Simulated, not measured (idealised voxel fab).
This is a process module. Its name is voxel gate over fins.
Section shown: cut. Width: 290 nm. Cell size: 5 nm, square.
Format of a cross-section: grid, square cells. Given as bands. Order: top down. Band: one or more rows of cells.
Band: top and bottom heights (nm) first, top before bottom; then materials from left to right, widths in nm. "edge to edge" marks a sole material filling the band edge to edge. "blank" denotes empty space.
For the purposes of this specification, 0 denotes the height below which the wafer in its as-received condition is composed wholly of one material, and the lowermost band, lacking a lower limit, extends downward without end, as expressed in "0..down".
The notation "30..40" denotes a width that varies across the rows of cells in the band, beginning at the first number in the top row, finishing at the second number in the bottom row, and changing by an identical amount from each row to the next.
"changes: none" means the step left every cell of the cross-section as it was.
So "Sealed void inventory" is basically the list of trapped voids: any empty space of 8 cells or more that can't reach the top through an opening. They're written width x height at distance, the distance being from the left edge, and it's all nm.
Past the settings on a step's line: simulator remark, on that step.
If you see "overlay nm" on a step's line and that step has a mask, it's telling you how far right of where it was planned the mask ended up; a negative number means it went left instead.
Below is the list of planned process steps:
1 RECEIVE with material Si
2 CONFORMAL_DEP with material SiN, thk nm 5
3 DIRECTIONAL_DEP with material aC, thk nm 15
4 PATTERN with tone cover, mask id FINS, material resist, width nm 15, pitch nm 60, thk nm 35, overlay nm 0
5 DIRECTIONAL_ETCH with etch materials aC, depth nm 15
6 STRIP with etch materials resist
7 DIRECTIONAL_ETCH with etch materials SiN, depth nm 5
8 DIRECTIONAL_ETCH with etch materials Si, depth nm 40
9 STRIP with etch materials aC
10 FILL_DEP with material SiO2, thk nm 15
11 CMP with height nm 5
12 PATTERN with tone open, mask id RAIL, material resist, width nm 15, thk nm 15, overlay nm -15
13 DIRECTIONAL_ETCH with etch materials SiO2, depth nm 40
14 STRIP with etch materials resist
15 CONFORMAL_DEP with material TiN, thk nm 5
16 FILL_DEP with material W, thk nm 5
17 CMP with height nm 5
18 SELECTIVE_ETCH with etch materials W Ru TiN, depth nm 20
19 FILL_DEP with material SiO2, thk nm 5
20 CMP with height nm 5
21 SELECTIVE_ETCH with etch materials SiO2, depth nm 15
22 STRIP with etch materials SiN
23 CONFORMAL_DEP with material HfO2, thk nm 5
24 CONFORMAL_DEP with material TiN, thk nm 5
25 FILL_DEP with material W, thk nm 15
26 CMP with height nm 20
27 CONFORMAL_DEP with material SiCN, thk nm 10
The wafers are alike at the start. At step 12, their overlay nm differs. The plan lists the first wafer's value.
Cross-section, first of several wafers, as delivered after step 1:
* 0..down | Si edge to edge
* Sealed void inventory: none
Module finished, last step 27 done: cross-section of the first of several wafers:
* 30..20 | SiCN edge to edge
* 20..10 | W edge to edge
* 10..5 | W (35)  TiN (35)  W (25)  TiN (35)  W (25)  TiN (35)  W (25)  TiN (35)  W (40)
* 5..0 | W (35)  TiN (5)  HfO2 (25)  TiN (5)  W (25)  TiN (5)  HfO2 (25)  TiN (5)  W (25)  TiN (5)  HfO2 (25)  TiN (5)  W (25)  TiN (5)  HfO2 (25)  TiN (5)  W (40)
* 0..-5 | TiN (40)  HfO2 (5)  Si (15)  HfO2 (5)  TiN (35)  HfO2 (5)  Si (15)  HfO2 (5)  TiN (35)  HfO2 (5)  Si (15)  HfO2 (5)  TiN (35)  HfO2 (5)  Si (15)  HfO2 (5)  TiN (45)
* -5..-10 | HfO2 (45)  Si (15)  HfO2 (45)  Si (15)  HfO2 (45)  Si (15)  HfO2 (45)  Si (15)  HfO2 (50)
* -10..-15 | SiO2 (45)  Si (15)  SiO2 (45)  Si (15)  SiO2 (45)  Si (15)  SiO2 (45)  Si (15)  SiO2 (50)
* -15..-30 | SiO2 (45)  Si (15)  TiN (5)  W (5)  TiN (5)  SiO2 (30)  Si (15)  SiO2 (45)  Si (15)  SiO2 (45)  Si (15)  SiO2 (50)
* -30..-35 | SiO2 (45)  Si (15)  TiN (15)  SiO2 (30)  Si (15)  SiO2 (45)  Si (15)  SiO2 (45)  Si (15)  SiO2 (50)
* -35..-40 | SiO2 (45)  Si (15)  SiO2 (45)  Si (15)  SiO2 (45)  Si (15)  SiO2 (45)  Si (15)  SiO2 (50)
* -40..down | Si edge to edge
* Sealed void inventory: none
A cross-section through the last wafer at the close of the module:
* 30..20 | SiCN edge to edge
* 20..10 | W edge to edge
* 10..5 | W (35)  TiN (35)  W (25)  TiN (35)  W (25)  TiN (35)  W (25)  TiN (35)  W (40)
* 5..0 | W (35)  TiN (5)  HfO2 (25)  TiN (5)  W (25)  TiN (5)  HfO2 (25)  TiN (5)  W (25)  TiN (5)  HfO2 (25)  TiN (5)  W (25)  TiN (5)  HfO2 (25)  TiN (5)  W (40)
* 0..-5 | TiN (40)  HfO2 (5)  Si (15)  HfO2 (5)  TiN (35)  HfO2 (5)  Si (15)  HfO2 (5)  TiN (35)  HfO2 (5)  Si (15)  HfO2 (5)  TiN (35)  HfO2 (5)  Si (15)  HfO2 (5)  TiN (45)
* -5..-10 | HfO2 (45)  Si (15)  HfO2 (45)  Si (15)  HfO2 (45)  Si (15)  HfO2 (45)  Si (15)  HfO2 (50)
* -10..-15 | SiO2 (45)  Si (15)  SiO2 (45)  Si (15)  SiO2 (45)  Si (15)  SiO2 (45)  Si (15)  SiO2 (50)
* -15..-30 | SiO2 (45)  Si (15)  SiO2 (30)  TiN (5)  W (5)  TiN (5)  Si (15)  SiO2 (45)  Si (15)  SiO2 (45)  Si (15)  SiO2 (50)
* -30..-35 | SiO2 (45)  Si (15)  SiO2 (30)  TiN (15)  Si (15)  SiO2 (45)  Si (15)  SiO2 (45)  Si (15)  SiO2 (50)
* -35..-40 | SiO2 (45)  Si (15)  SiO2 (45)  Si (15)  SiO2 (45)  Si (15)  SiO2 (45)  Si (15)  SiO2 (50)
* -40..down | Si edge to edge
* Sealed void inventory: none
Every row in this table is a wafer at the end of the module, and it gives, for each of the materials, the cells that wafer has gained (+) or lost (-) since it was received, then its closed voids:
overlay nm -15, +74 HfO2, -368 Si, +116 SiCN, +264 SiO2, +83 TiN, +179 W, Sealed void inventory: none
overlay nm -10, +74 HfO2, -368 Si, +116 SiCN, +264 SiO2, +83 TiN, +179 W, Sealed void inventory: none
overlay nm -5, +74 HfO2, -368 Si, +116 SiCN, +264 SiO2, +83 TiN, +179 W, Sealed void inventory: none
overlay nm 0, +74 HfO2, -368 Si, +116 SiCN, +264 SiO2, +83 TiN, +179 W, Sealed void inventory: none
overlay nm 5, +74 HfO2, -368 Si, +116 SiCN, +264 SiO2, +83 TiN, +179 W, Sealed void inventory: none
overlay nm 10, +74 HfO2, -368 Si, +116 SiCN, +264 SiO2, +83 TiN, +179 W, Sealed void inventory: none
overlay nm 15, +74 HfO2, -368 Si, +116 SiCN, +264 SiO2, +83 TiN, +179 W, Sealed void inventory: none
